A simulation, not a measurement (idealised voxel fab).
Presented below is a process module, voxel gate over fins.
Pictured: cross-section cut, 165 nm wide, on a grid of 5 nm square cells.
A cross-section in this document is a grid of square cells, and it is written down as bands, the top band listed before the ones below it; a band is made up of one or more rows of cells.
Top, bottom (nm), then materials left to right with widths (nm); lone material tagged "everywhere" fills the whole band edge to edge; "empty" = empty space.
Beneath 0, the wafer as received is one material, and that level is where height counting begins. The lowest band goes on downward without a bottom; it is written like "z 0 and below".
When a width is written as two numbers, as in "30->40", the first number is the width in the top row of cells of the band and the second is the width in its bottom row, and the width changes by the same amount from each row to the next.
Take "stayed the same" at face value: in the step it is given for, the cross-section changed in none of its cells.
You'll see "Enclosed void entries" listing empty spaces that have no way open to the top, as long as they're 8 cells or more; the notation is width x height at distance, where the distance is from the left edge, and all of it is in nm.
On a step's line, text after the settings is the simulator commenting on that step.
overlay nm: on a step with a mask, how far right of its planned place the mask lay; negative means left.
Below you will find pairs of cross-sections. In each, one shows the wafer before one process step and the other after it, with the after view ending at the lowest band that changed. Under each pair is the step separating them, along with its settings. Do not assume the pairs form a chain: they can come from different runs of this module on the same starting wafer, and a pair continues from the pair above it only when its "Pre-process state" entry says so.
Pre-process state:
	z 10 to 0: empty=50, then SiN=15, then empty=20, then SiN=15, then empty=20, then SiN=15, then empty=30
	z 0 to -5: empty=40, then SiO2=15, then Si=5, then SiO2=5, then empty=10, then SiO2=15, then Si=5, then SiO2=5, then empty=10, then SiO2=15, then Si=5, then SiO2=5, then empty=30
	z -5 to -30: empty=40, then SiO2=5, then Si=15, then SiO2=5, then empty=10, then SiO2=5, then Si=15, then SiO2=5, then empty=10, then SiO2=5, then Si=15, then SiO2=5, then empty=30
	z -30 to -35: SiO2=45, then Si=15, then SiO2=20, then Si=15, then SiO2=20, then Si=15, then SiO2=35
	z -35 and below: Si everywhere
	Enclosed void entries: none
Cross-Section Thereafter:
	z 15 to 10: SiO2 everywhere
	z 10 to 0: SiO2=50, then SiN=15, then SiO2=20, then SiN=15, then SiO2=20, then SiN=15, then SiO2=30
	z 0 to -5: SiO2=55, then Si=5, then SiO2=30, then Si=5, then SiO2=30, then Si=5, then SiO2=35
	z -5 to -35: SiO2=45, then Si=15, then SiO2=20, then Si=15, then SiO2=20, then Si=15, then SiO2=35
	Everything under -35 stays put, no change at all.
	Enclosed void entries: none
Step applied between the pre-step and post-step cross-sections shown above: FILL_DEP, material SiO2, thk nm 5
Pre-process state: The pre-step condition corresponds to the post-step cross-section depicted in the pair directly above.
Cross-Section Thereafter:
	z 10 to 0: SiO2=50, then SiN=15, then SiO2=20, then SiN=15, then SiO2=20, then SiN=15, then SiO2=30
	Everything under 0 stays put, no change at all.
	Enclosed void entries: none
Step applied between the pre-step and post-step cross-sections shown above: CMP, height nm 10
Pre-process state: The pre-step condition corresponds to the post-step cross-section depicted in the pair directly above.
Cross-Section Thereafter:
	z 10 to 0: empty=50, then SiN=15, then empty=20, then SiN=15, then empty=20, then SiN=15, then empty=30
	z 0 to -10: empty=55->45, then Si=5->15, then empty=30->20, then Si=5->15, then empty=30->20, then Si=5->15, then empty=35
	Everything under -10 stays put, no change at all.
	Enclosed void entries: none
Step applied between the pre-step and post-step cross-sections shown above: SELECTIVE_ETCH, etch materials SiO2, depth nm 20
Pre-process state: The pre-step condition corresponds to the post-step cross-section depicted in the pair directly above.
Cross-Section Thereafter:
	z 0 to -10: empty=55->45, then Si=5->15, then empty=30->20, then Si=5->15, then empty=30->20, then Si=5->15, then empty=35
	Everything under -10 stays put, no change at all.
	Enclosed void entries: none
Step applied between the pre-step and post-step cross-sections shown above: STRIP, etch materials SiN
Pre-process state: The pre-step condition corresponds to the post-step cross-section depicted in the pair directly above.
Cross-Section Thereafter:
	z 5 to 0: empty=50, then HfO2=15, then empty=20, then HfO2=15, then empty=20, then HfO2=15, then empty=30
	z 0 to -5: empty=40, then HfO2=15, then Si=5, then HfO2=5, then empty=10, then HfO2=15, then Si=5, then HfO2=5, then empty=10, then HfO2=15, then Si=5, then HfO2=5, then empty=30
	z -5 to -10: HfO2=45, then Si=15, then HfO2=20, then Si=15, then HfO2=20, then Si=15, then HfO2=35
	Everything under -10 stays put, no change at all.
	Enclosed void entries: none
Step applied between the pre-step and post-step cross-sections shown above: CONFORMAL_DEP, material HfO2, thk nm 5
Pre-process state: The pre-step condition corresponds to the post-step cross-section depicted in the pair directly above.
Cross-Section Thereafter:
	z 10 to 5: empty=45, then TiN=25, then empty=10, then TiN=25, then empty=10, then TiN=25, then empty=25
	z 5 to 0: empty=35, then TiN=15, then HfO2=15, then TiN=20, then HfO2=15, then TiN=20, then HfO2=15, then TiN=5, then empty=25
	z 0 to -5: TiN=40, then HfO2=15, then Si=5, then HfO2=5, then TiN=10, then HfO2=15, then Si=5, then HfO2=5, then TiN=10, then HfO2=15, then Si=5, then HfO2=5, then TiN=30
	Everything under -5 stays put, no change at all.
	Enclosed void entries: none
Step applied between the pre-step and post-step cross-sections shown above: CONFORMAL_DEP, material TiN, thk nm 5
Pre-process state: The pre-step condition corresponds to the post-step cross-section depicted in the pair directly above.
Cross-Section Thereafter:
	z 20 to 10: W everywhere
	z 10 to 5: W=45, then TiN=25, then W=10, then TiN=25, then W=10, then TiN=25, then W=25
	z 5 to 0: W=35, then TiN=15, then HfO2=15, then TiN=20, then HfO2=15, then TiN=20, then HfO2=15, then TiN=5, then W=25
	Everything under 0 stays put, no change at all.
	Enclosed void entries: none
Step applied between the pre-step and post-step cross-sections shown above: FILL_DEP, material W, thk nm 10
Pre-process state: The pre-step condition corresponds to the post-step cross-section depicted in the pair directly above.
Cross-Section Thereafter:
	z 15 to 10: W everywhere
	Everything under 10 stays put, no change at all.
	Enclosed void entries: none
Step applied between the pre-step and post-step cross-sections shown above: CMP, height nm 15
Pre-process state: The pre-step condition corresponds to the post-step cross-section depicted in the pair directly above.
Cross-Section Thereafter:
	z 25 to 15: SiN everywhere
	Everything under 15 stays put, no change at all.
	Enclosed void entries: none
Step applied between the pre-step and post-step cross-sections shown above: CONFORMAL_DEP, material SiN, thk nm 10
Pre-process state:
	z 5 to 0: empty=40, then TiN=15, then empty=20, then TiN=15, then empty=20, then TiN=15, then empty=40
	z 0 to -5: empty=40, then TiN=5, then Si=5, then TiN=5, then empty=20, then TiN=5, then Si=5, then TiN=5, then empty=20, then TiN=5, then Si=5, then TiN=5, then empty=40
	z -5 to -10: TiN=45, then Si=5, then TiN=30, then Si=5, then TiN=30, then Si=5, then TiN=45
	z -10 to -35: SiO2=45, then Si=5, then SiO2=30, then Si=5, then SiO2=30, then Si=5, then SiO2=45
	z -35 and below: Si everywhere
	Enclosed void entries: none
Cross-Section Thereafter:
	z 10 to 0: empty=35, then TiN=25, then empty=10, then TiN=25, then empty=10, then TiN=25, then empty=35
	z 0 to -10: TiN=45, then Si=5, then TiN=30, then Si=5, then TiN=30, then Si=5, then TiN=45
	Everything under -10 stays put, no change at all.
	Enclosed void entries: none
Step applied between the pre-step and post-step cross-sections shown above: CONFORMAL_DEP, material TiN, thk nm 5
Pre-process state: The pre-step condition corresponds to the post-step cross-section depicted in the pair directly above.
Cross-Section Thereafter:
	z 20 to 10: W everywhere
	z 10 to 0: W=35, then TiN=25, then W=10, then TiN=25, then W=10, then TiN=25, then W=35
	Everything under 0 stays put, no change at all.
	Enclosed void entries: none
Step applied between the pre-step and post-step cross-sections shown above: FILL_DEP, material W, thk nm 10
Pre-process state: The pre-step condition corresponds to the post-step cross-section depicted in the pair directly above.
Cross-Section Thereafter:
	z 15 to 10: W everywhere
	Everything under 10 stays put, no change at all.
	Enclosed void entries: none
Step applied between the pre-step and post-step cross-sections shown above: CMP, height nm 15
Pre-process state: The pre-step condition corresponds to the post-step cross-section depicted in the pair directly above.
Cross-Section Thereafter:
	z 25 to 15: SiN everywhere
	Everything under 15 stays put, no change at all.
	Enclosed void entries: none
Step applied between the pre-step and post-step cross-sections shown above: CONFORMAL_DEP, material SiN, thk nm 10
Pre-process state:
	z 10 to 0: SiN everywhere
	z 0 and below: Si everywhere
	Enclosed void entries: none
Cross-Section Thereafter:
	z 10 to 0: SiN=40, then empty=15, then SiN=20, then empty=15, then SiN=20, then empty=15, then SiN=40
	Everything under 0 stays put, no change at all.
	Enclosed void entries: none
Step applied between the pre-step and post-step cross-sections shown above: MASKED_ETCH, tone open, mask id FINS, width nm 15, pitch nm 35, etch materials SiN, depth nm 10, overlay nm 0
Pre-process state: The pre-step condition corresponds to the post-step cross-section depicted in the pair directly above.
Cross-Section Thereafter:
	z 10 to 0: SiN=40, then empty=15, then SiN=20, then empty=15, then SiN=20, then empty=15, then SiN=40
	z 0 to -5: Si=35, then SiO2=25, then Si=10, then SiO2=25, then Si=10, then SiO2=25, then Si=35
	Everything under -5 stays put, no change at all.
	Enclosed void entries: none
Step applied between the pre-step and post-step cross-sections shown above: OXIDIZE, depth nm 5
Pre-process state: The pre-step condition corresponds to the post-step cross-section depicted in the pair directly above.
Cross-Section Thereafter:
	z 15 to 10: SiO2 everywhere
	z 10 to 0: SiN=40, then SiO2=15, then SiN=20, then SiO2=15, then SiN=20, then SiO2=15, then SiN=40
	Everything under 0 stays put, no change at all.
	Enclosed void entries: none
Step applied between the pre-step and post-step cross-sections shown above: FILL_DEP, material SiO2, thk nm 5
Pre-process state: The pre-step condition corresponds to the post-step cross-section depicted in the pair directly above.
Cross-Section Thereafter:
	z 10 to 0: SiN=40, then SiO2=15, then SiN=20, then SiO2=15, then SiN=20, then SiO2=15, then SiN=40
	Everything under 0 stays put, no change at all.
	Enclosed void entries: none
Step applied between the pre-step and post-step cross-sections shown above: CMP, height nm 10
Pre-process state: The pre-step condition corresponds to the post-step cross-section depicted in the pair directly above.
Cross-Section Thereafter:
	z 10 to 0: SiN=40, then empty=15, then SiN=20, then empty=15, then SiN=20, then empty=15, then SiN=40
	z 0 to -5: Si=35, then empty=25, then Si=10, then empty=25, then Si=10, then empty=25, then Si=35
	Everything under -5 stays put, no change at all.
	Enclosed void entries: none
Step applied between the pre-step and post-step cross-sections shown above: SELECTIVE_ETCH, etch materials SiO2, depth nm 20
Pre-process state: The pre-step condition corresponds to the post-step cross-section depicted in the pair directly above.
Cross-Section Thereafter:
	z 0 to -5: Si=35, then empty=25, then Si=10, then empty=25, then Si=10, then empty=25, then Si=35
	Everything under -5 stays put, no change at all.
	Enclosed void entries: none
Step applied between the pre-step and post-step cross-sections shown above: STRIP, etch materials SiN
Pre-process state: The pre-step condition corresponds to the post-step cross-section depicted in the pair directly above.
Cross-Section Thereafter:
	z 5 to 0: HfO2=40, then empty=15, then HfO2=20, then empty=15, then HfO2=20, then empty=15, then HfO2=40
	z 0 to -5: Si=35, then HfO2=25, then Si=10, then HfO2=25, then Si=10, then HfO2=25, then Si=35
	Everything under -5 stays put, no change at all.
	Enclosed void entries: none
Step applied between the pre-step and post-step cross-sections shown above: CONFORMAL_DEP, material HfO2, thk nm 5
Pre-process state: The pre-step condition corresponds to the post-step cross-section depicted in the pair directly above.
Cross-Section Thereafter:
	z 10 to 5: TiN=45, then empty=5, then TiN=30, then empty=5, then TiN=30, then empty=5, then TiN=45
	z 5 to 0: HfO2=40, then TiN=15, then HfO2=20, then TiN=15, then HfO2=20, then TiN=15, then HfO2=40
	Everything under 0 stays put, no change at all.
	Enclosed void entries: none
Step applied between the pre-step and post-step cross-sections shown above: CONFORMAL_DEP, material TiN, thk nm 5
Pre-process state: The pre-step condition corresponds to the post-step cross-section depicted in the pair directly above.
Cross-Section Thereafter:
	z 20 to 10: W everywhere
	z 10 to 5: TiN=45, then W=5, then TiN=30, then W=5, then TiN=30, then W=5, then TiN=45
	Everything under 5 stays put, no change at all.
	Enclosed void entries: none
Step applied between the pre-step and post-step cross-sections shown above: FILL_DEP, material W, thk nm 10
Pre-process state: The pre-step condition corresponds to the post-step cross-section depicted in the pair directly above.
Cross-Section Thereafter:
	z 15 to 10: W everywhere
	Everything under 10 stays put, no change at all.
	Enclosed void entries: none
Step applied between the pre-step and post-step cross-sections shown above: CMP, height nm 15
Pre-process state: The pre-step condition corresponds to the post-step cross-section depicted in the pair directly above.
Cross-Section Thereafter:
	z 25 to 15: SiN everywhere
	Everything under 15 stays put, no change at all.
	Enclosed void entries: none
Step applied between the pre-step and post-step cross-sections shown above: CONFORMAL_DEP, material SiN, thk nm 10
